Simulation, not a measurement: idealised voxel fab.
Title: Process Module voxel ribs on slabs
The width of the displayed cross-section, cut, is 285 nm; its cells are square, with a size of 5 nm.
Cross-section format: a grid of square cells, given as bands from top to bottom; each band is one or more rows of cells. Top, bottom (nm), then materials left to right with widths (nm); lone material tagged "full width" fills the whole band edge to edge; "empty" = empty space. Heights are measured from 0, the level below which the as-received wafer is all one material; the lowest band has no bottom and continues downward, written as in "from 0 down". When a width is written as two numbers, as in "30..40", the first number is the width in the top row of cells of the band and the second is the width in its bottom row, and the width changes by the same amount from each row to the next. The cross-section has no changed cell in any step marked "nothing got changed". Entry "Closed void entries". Content: empty spaces with no open connection to the top, size 8 cells or greater. Each: width x height at distance. Distance: from left edge. Unit: nm. What comes after the settings on a step's line is commentary from the simulator itself on that step. You can add "overlay nm" to a step's line. For a step with a mask, it describes how far the mask lay to the right of its planned position, and a negative number describes a lay to the left.
Intended process steps:
| 1 | RECEIVE (material Si) |
| 2 | DIRECTIONAL_DEP (material SiO2; thk nm 30) |
| 3 | DIRECTIONAL_DEP (material SiN; thk nm 25) |
| 4 | DIRECTIONAL_DEP (material aC; thk nm 10) |
| 5 | PATTERN (tone cover; mask id RIB; material resist; width nm 30; thk nm 25; overlay nm 0) |
| 6 | DIRECTIONAL_ETCH (etch materials aC; depth nm 10) |
| 7 | STRIP (etch materials resist) |
| 8 | DIRECTIONAL_ETCH (etch materials SiN; depth nm 5) |
| 9 | STRIP (etch materials aC) |
| 10 | MASKED_ETCH (tone cover; mask id SLAB; width nm 60; etch materials SiN; depth nm 20; overlay nm 0) |
| 11 | FILL_DEP (material SiO2; thk nm 25) |
| 12 | CMP (height nm 70) |
| 13 | DIRECTIONAL_DEP (material TiN; thk nm 10) |
| 14 | PATTERN (tone cover; mask id HEATER; material resist; width nm 40; thk nm 20; overlay nm 0) |
| 15 | DIRECTIONAL_ETCH (etch materials TiN; depth nm 10) |
| 16 | STRIP (etch materials resist) |
| 17 | CONFORMAL_DEP (material SiN; thk nm 5) |
The cross-section here shows the wafer as received, i.e. in its state after step 1:
- from 0 down  Si full width
- Closed void entries: none
The first of two wafers, cross-sectioned at the end of the module, with the run proceeding as planned:
- from 85 to 80  empty (115) / SiN (50) / empty (120)
- from 80 to 75  empty (115) / SiN (5) / TiN (40) / SiN (5) / empty (120)
- from 75 to 70  SiN (120) / TiN (40) / SiN (125)
- from 70 to 55  SiO2 full width
- from 55 to 50  SiO2 (125) / SiN (30) / SiO2 (130)
- from 50 to 30  SiO2 (110) / SiN (60) / SiO2 (115)
- from 30 to 0  SiO2 full width
- from 0 down  Si full width
- Closed void entries: none
Here's the second of our two wafers sectioned at module end. Same start as the first, same plan, but one mistake got made running it:
- from 80 to 75  empty (115) / SiN (50) / empty (120)
- from 75 to 70  empty (115) / SiN (5) / TiN (40) / SiN (5) / empty (120)
- from 70 to 65  SiN (120) / TiN (40) / SiN (125)
- from 65 to 55  SiO2 full width
- from 55 to 50  SiO2 (125) / SiN (30) / SiO2 (130)
- from 50 to 30  SiO2 (110) / SiN (60) / SiO2 (115)
- from 30 to 0  SiO2 full width
- from 0 down  Si full width
- Closed void entries: none
What was the processing mistake? step 12 was processed under conditions differing from the plan, specifically as CMP (height nm 65)
End check, counted in cells, second wafer has more or fewer of these materials than the first: SiO2: 57 fewer
